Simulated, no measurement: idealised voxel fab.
process module | voxel lift off
cross-section cut | 180 nm wide | cells 5 nm
A cross-section is a grid of square cells, given in bands from the top down. A band is one or more rows of cells.
Each band's line starts with the height of the band's top and of its bottom, in nm. Then come its materials from left to right, each with its width in nm. One material with "throughout" fills the band from edge to edge. "air" is empty space.
Height 0 is the level under which the wafer as received is all one material. The lowest band goes on downwards, as in "0 down".
A width such as "30 to 40" changes by the same amount from each row of cells to the next, from the band's top row to its bottom row.
"no change" after a step means that no cell of the cross-section changed.
closed voids: empty space of 8 cells or more with no open way to the top, each as width x height at its distance from the left edge, in nm
after a step's settings: what the simulator itself notes on the step
overlay nm, on a step with a mask: how far to the right of its planned place the mask lay; to the left if negative
plan
1 op RECEIVE | material Si
2 op CONFORMAL_DEP | material SiN | thk nm 5
3 op PATTERN | tone open | mask id LINES | material resist | width nm 30 | pitch nm 45 | thk nm 20 | overlay nm 0
4 op DIRECTIONAL_DEP | material Ru | thk nm 10
5 op STRIP | etch materials resist
6 op CONFORMAL_DEP | material SiCN | thk nm 5
as received, after step 1
  0 down: Si throughout
  closed voids: none
first wafer at the end, as planned
  20 to 15: air 25 | SiCN 40 | air 5 | SiCN 40 | air 5 | SiCN 40 | air 25
  15 to 10: air 25 | SiCN 5 | Ru 30 | SiCN 5 | air 5 | SiCN 5 | Ru 30 | SiCN 5 | air 5 | SiCN 5 | Ru 30 | SiCN 5 | air 25
  10 to 5: SiCN 30 | Ru 30 | SiCN 15 | Ru 30 | SiCN 15 | Ru 30 | SiCN 30
  5 to 0: SiN throughout
  0 down: Si throughout
  closed voids: none
second wafer at the end: like start, like plan, one mistake
  20 to 15: SiCN 35 | air 20 | SiCN 25 | air 20 | SiCN 25 | air 20 | SiCN 35
  15 to 10: Ru 30 | SiCN 5 | air 20 | SiCN 5 | Ru 15 | SiCN 5 | air 20 | SiCN 5 | Ru 15 | SiCN 5 | air 20 | SiCN 5 | Ru 30
  10 to 5: Ru 30 | SiCN 30 | Ru 15 | SiCN 30 | Ru 15 | SiCN 30 | Ru 30
  5 to 0: SiN throughout
  0 down: Si throughout
  closed voids: none
what went wrong: step 3 ran as: op PATTERN | tone cover | mask id LINES | material resist | width nm 30 | pitch nm 45 | thk nm 20 | overlay nm 0
at the end the second wafer has, in cells: as many of each material as the first, in other places
